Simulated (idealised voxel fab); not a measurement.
Presented below is a process module, voxel fin reveal.
Cross-section cut spans 250 nm and uses square cells 5 nm in size.
In this document a cross-section is written as a grid of square cells. It is given as a series of bands, listed from the top down, and a band is one or more rows of cells.
Top, bottom (nm), then materials left to right with widths (nm); lone material tagged "all across" fills the whole band edge to edge; "blank" = empty space.
Measure heights from 0. That's the level where, below it, the as-received wafer is all one material. The lowest band is bottomless and extends downward; write it as in "top 0, no bottom".
Think of "30->40" as a width that walks from the first number to the second as you go down the band, top row to bottom row, taking equal-sized steps from row to row.
"same as before" -> step changed no cross-section cell.
Listed in "Enclosed cavity list": every empty space of 8 or more cells without an open way to the top. Form: width x height at distance, the distance being from the left edge, all in nm.
That trailing text on a step's line, after the settings, is the simulator's own remark on the step.
The optional step-line setting "overlay nm" applies to steps with a mask and quantifies how far to the right of its planned location the mask lay, a negative value indicating leftward placement.
The steps planned for the process are as follows
- 1: RECEIVE [material Si]
- 2: CONFORMAL_DEP [material SiN] [thk nm 5]
- 3: DIRECTIONAL_DEP [material aC] [thk nm 15]
- 4: PATTERN [tone cover] [mask id FINS] [material resist] [width nm 15] [pitch nm 35] [thk nm 30] [overlay nm 0]
- 5: DIRECTIONAL_ETCH [etch materials aC] [depth nm 15]
- 6: STRIP [etch materials resist]
- 7: DIRECTIONAL_ETCH [etch materials SiN] [depth nm 5]
- 8: DIRECTIONAL_ETCH [etch materials Si] [depth nm 35]
- 9: STRIP [etch materials aC]
- 10: OXIDIZE [depth nm 5]
- 11: FILL_DEP [material SiO2] [thk nm 5]
- 12: CMP [height nm 5]
- 13: SELECTIVE_ETCH [etch materials SiO2] [depth nm 20]
- 14: STRIP [etch materials SiN]
- 15: CONFORMAL_DEP [material SiO2] [thk nm 5]
As-received state of the wafer in cross-section, equivalent to post-step 1
top 0, no bottom: Si all across
Enclosed cavity list: none
Wafer cross-section at end of module: start and plan as shown above, one execution error
top 5, bottom 0: blank=100 | SiO2=15 | blank=20 | SiO2=15 | blank=100
top 0, bottom -10: blank=100 | SiO2=5 | Si=5 | SiO2=5 | blank=20 | SiO2=5 | Si=5 | SiO2=5 | blank=100
top -10, bottom -15: SiO2=85 | blank=15 | SiO2=5 | Si=5 | SiO2=5 | blank=20 | SiO2=5 | Si=5 | SiO2=5 | blank=15 | SiO2=85
top -15, bottom -40: SiO2=105 | Si=5 | SiO2=30 | Si=5 | SiO2=105
top -40, no bottom: Si all across
Enclosed cavity list: none
Where did the run depart from the plan? ran 13 and 14 in swapped order versus the plan
